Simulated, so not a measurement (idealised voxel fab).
The process module that follows is named voxel spacer lines.
For reference, the cross-section in this document is cut, with width 195 nm and square cells of 5 nm.
A cross-section is a grid of square cells, given in bands from the top down. A band is one or more rows of cells. For a band, the entry starts with two heights in nm, that of the top and then that of the bottom, and carries on with the band's materials in order from left to right, each alongside its width in nm; the word "everywhere" beside a single material means it fills the band edge to edge, and "empty" means empty space. For the purposes of this specification, 0 denotes the height below which the wafer in its as-received condition is composed wholly of one material, and the lowermost band, lacking a lower limit, extends downward without end, as expressed in "0 nm and below". The two numbers in a width such as "30 to 40" mark its ends across the band: the first belongs to the top row of cells, the second to the bottom row, and from each row to the next the width moves by the same amount. No cell of the cross-section changed in a step that is given as "remained the same". The entry titled "Closed internal voids" provides the empty spaces that have no open way to the top, restricted to those of 8 cells or more. Each is presented as width x height at distance, the distance being measured from the left edge, with all three in nm. If you see something after the settings on a step's line, that's the simulator's own remark about that step. What "overlay nm" on a step's line means: if the step has a mask, that mask lay this far to the right of its planned place, or, when the value is negative, to the left.

**plan**
1 RECEIVE | material Si
2 CONFORMAL_DEP | material SiO2 | thk nm 10
3 DIRECTIONAL_DEP | material TiN | thk nm 15
4 DIRECTIONAL_DEP | material aC | thk nm 30
5 PATTERN | tone cover | mask id MANDREL | material resist | width nm 20 | pitch nm 70 | thk nm 35 | overlay nm 0
6 DIRECTIONAL_ETCH | etch materials aC | depth nm 30
7 STRIP | etch materials resist
8 CONFORMAL_DEP | material SiN | thk nm 15
9 DIRECTIONAL_ETCH | etch materials SiN | depth nm 15
10 STRIP | etch materials aC
11 DIRECTIONAL_ETCH | etch materials TiN | depth nm 15
12 STRIP | etch materials SiN

**Incoming wafer in cross-section (state: after step 1)**
- 0 nm and below = Si everywhere
- Closed internal voids: none

**Wafer at module end, in section. Began as above, planned as above, run with one mistake**
- 25 nm to 10 nm = empty 15 nm  TiN 20 nm  empty 50 nm  TiN 20 nm  empty 50 nm  TiN 20 nm  empty 20 nm
- 10 nm to 0 nm = SiO2 everywhere
- 0 nm and below = Si everywhere
- Closed internal voids: none
What was done differently from what was planned? note that step 5 departed from the planned setting and was carried out as PATTERN | tone open | mask id MANDREL | material resist | width nm 20 | pitch nm 70 | thk nm 35 | overlay nm 0
